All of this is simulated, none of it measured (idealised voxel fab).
The process module that follows is named voxel wiring stack.
225 nm wide, 5 nm square cells: that's cross-section cut.
If you're reading a cross-section in this doc, picture square cells in a grid; it comes to you as bands, top ones listed first down to the bottom, and a band can be one or more rows of cells. Band entry format. Leading values: height of top, height of bottom, nm. Remainder: materials in left-to-right order, each with its width in nm. Special words: "full width" on a single material, which then fills the band edge to edge; "air", empty space. Where do heights start? At 0: under that level the wafer as delivered is made of one material only. And the lowest band has no floor; it just carries on downward, as in "top 0, no bottom". Quick explanation for "30->40": the width changes in equal steps down the rows of cells, from the first number in the band's top row to the second number in its bottom row. Basically "nothing was modified" means that step didn't change any cell in the cross-section. Basically, "Sealed internal voids" tells you about the enclosed voids: empty spaces with no open way to the top, 8 cells or bigger, each written width x height at distance, where distance is from the left edge, all in nm. That trailing text on a step's line, after the settings, is the simulator's own remark on the step. The optional step-line setting "overlay nm" applies to steps with a mask and quantifies how far to the right of its planned location the mask lay, a negative value indicating leftward placement.

[Planned step list for the process]
1: RECEIVE, material Si
2: CONFORMAL_DEP, material SiO2, thk nm 10
3: DIRECTIONAL_DEP, material TiN, thk nm 5
4: DIRECTIONAL_DEP, material Ru, thk nm 20
5: DIRECTIONAL_DEP, material aC, thk nm 10
6: PATTERN, tone cover, mask id METAL_1, material resist, width nm 30, pitch nm 50, thk nm 30, overlay nm 0
7: DIRECTIONAL_ETCH, etch materials aC, depth nm 10
8: STRIP, etch materials resist
9: DIRECTIONAL_ETCH, etch materials Ru, depth nm 20
10: DIRECTIONAL_ETCH, etch materials TiN, depth nm 5
11: STRIP, etch materials aC
12: CONFORMAL_DEP, material SiCN, thk nm 5
13: FILL_DEP, material lowk, thk nm 5
14: CMP, height nm 35
15: CONFORMAL_DEP, material SiCN, thk nm 5
16: DIRECTIONAL_DEP, material lowk, thk nm 15
17: MASKED_ETCH, tone open, mask id PLUG_1, width nm 15, pitch nm 50, etch materials lowk, depth nm 15, overlay nm 0
18: MASKED_ETCH, tone open, mask id PLUG_1, width nm 15, pitch nm 50, etch materials SiCN, depth nm 5, overlay nm 0
19: CONFORMAL_DEP, material TiN, thk nm 5
20: FILL_DEP, material Cu, thk nm 10
21: CMP, height nm 55
22: DIRECTIONAL_DEP, material TiN, thk nm 5
23: DIRECTIONAL_DEP, material W, thk nm 20
24: PATTERN, tone cover, mask id METAL_2, material resist, width nm 30, pitch nm 50, thk nm 15, overlay nm 0
25: DIRECTIONAL_ETCH, etch materials W, depth nm 20
26: DIRECTIONAL_ETCH, etch materials TiN, depth nm 5
27: STRIP, etch materials resist
28: FILL_DEP, material lowk, thk nm 5
29: CMP, height nm 80
30: CONFORMAL_DEP, material SiCN, thk nm 5
31: DIRECTIONAL_DEP, material SiO2, thk nm 10
32: PATTERN, tone open, mask id PLUG_2, material resist, width nm 15, pitch nm 100, thk nm 20, overlay nm 0
33: DIRECTIONAL_ETCH, etch materials SiO2, depth nm 10
34: DIRECTIONAL_ETCH, etch materials SiCN, depth nm 5
35: STRIP, etch materials resist
36: EPI, material Ru, thk nm 10
37: EPI, material Ru, thk nm 5
38: DIRECTIONAL_DEP, material TiN, thk nm 5
39: DIRECTIONAL_DEP, material Ru, thk nm 25
40: PATTERN, tone cover, mask id METAL_3, material resist, width nm 30, pitch nm 50, thk nm 20, overlay nm 0
41: DIRECTIONAL_ETCH, etch materials Ru, depth nm 25
42: DIRECTIONAL_ETCH, etch materials TiN, depth nm 5
43: STRIP, etch materials resist
44: FILL_DEP, material lowk, thk nm 10
45: CMP, height nm 125
46: CONFORMAL_DEP, material SiN, thk nm 5

[Here's what the wafer looked like in cross-section when it arrived - that's after step 1]
  top 0, no bottom | Si full width
  Sealed internal voids: none

[As-planned run: cross-section of the first of two wafers at end of module]
  top 130, bottom 125 | SiN full width
  top 125, bottom 100 | lowk (20); Ru (30); lowk (20); Ru (30); lowk (20); Ru (30); lowk (20); Ru (30); lowk (25)
  top 100, bottom 95 | lowk (20); TiN (30); lowk (20); TiN (30); lowk (20); TiN (30); lowk (20); TiN (30); lowk (25)
  top 95, bottom 85 | SiO2 (20); Ru (15); SiO2 (85); Ru (15); SiO2 (90)
  top 85, bottom 80 | SiCN (20); Ru (15); SiCN (85); Ru (15); SiCN (90)
  top 80, bottom 60 | lowk (20); W (30); lowk (20); W (30); lowk (20); W (30); lowk (20); W (30); lowk (25)
  top 60, bottom 55 | lowk (20); TiN (30); lowk (20); TiN (30); lowk (20); TiN (30); lowk (20); TiN (30); lowk (25)
  top 55, bottom 40 | lowk (20); TiN (5); Cu (5); TiN (5); lowk (35); TiN (5); Cu (5); TiN (5); lowk (35); TiN (5); Cu (5); TiN (5); lowk (35); TiN (5); Cu (5); TiN (5); lowk (40)
  top 40, bottom 35 | SiCN (20); TiN (15); SiCN (35); TiN (15); SiCN (35); TiN (15); SiCN (35); TiN (15); SiCN (40)
  top 35, bottom 15 | lowk (15); SiCN (5); Ru (30); SiCN (5); lowk (10); SiCN (5); Ru (30); SiCN (5); lowk (10); SiCN (5); Ru (30); SiCN (5); lowk (10); SiCN (5); Ru (30); SiCN (5); lowk (20)
  top 15, bottom 10 | SiCN (20); TiN (30); SiCN (20); TiN (30); SiCN (20); TiN (30); SiCN (20); TiN (30); SiCN (25)
  top 10, bottom 0 | SiO2 full width
  top 0, no bottom | Si full width
  Sealed internal voids: none

[Presented here is a cross-section of the second of the two wafers as it stood at the end of the module. It was started in the same manner and assigned the same plan as the first wafer; however, one mistake was made in its execution]
  top 130, bottom 125 | SiN full width
  top 125, bottom 120 | lowk (20); TiN (30); lowk (20); TiN (30); lowk (20); TiN (30); lowk (20); TiN (30); lowk (25)
  top 120, bottom 95 | Ru full width
  top 95, bottom 85 | SiO2 (20); Ru (15); SiO2 (85); Ru (15); SiO2 (90)
  top 85, bottom 80 | SiCN (20); Ru (15); SiCN (85); Ru (15); SiCN (90)
  top 80, bottom 60 | lowk (20); W (30); lowk (20); W (30); lowk (20); W (30); lowk (20); W (30); lowk (25)
  top 60, bottom 55 | lowk (20); TiN (30); lowk (20); TiN (30); lowk (20); TiN (30); lowk (20); TiN (30); lowk (25)
  top 55, bottom 40 | lowk (20); TiN (5); Cu (5); TiN (5); lowk (35); TiN (5); Cu (5); TiN (5); lowk (35); TiN (5); Cu (5); TiN (5); lowk (35); TiN (5); Cu (5); TiN (5); lowk (40)
  top 40, bottom 35 | SiCN (20); TiN (15); SiCN (35); TiN (15); SiCN (35); TiN (15); SiCN (35); TiN (15); SiCN (40)
  top 35, bottom 15 | lowk (15); SiCN (5); Ru (30); SiCN (5); lowk (10); SiCN (5); Ru (30); SiCN (5); lowk (10); SiCN (5); Ru (30); SiCN (5); lowk (10); SiCN (5); Ru (30); SiCN (5); lowk (20)
  top 15, bottom 10 | SiCN (20); TiN (30); SiCN (20); TiN (30); SiCN (20); TiN (30); SiCN (20); TiN (30); SiCN (25)
  top 10, bottom 0 | SiO2 full width
  top 0, no bottom | Si full width
  Sealed internal voids: none
Plan not followed: steps 38 and 39 were swapped
End check, counted in cells, second wafer has more or fewer of these materials than the first: Ru: 105 more | lowk: 105 fewer
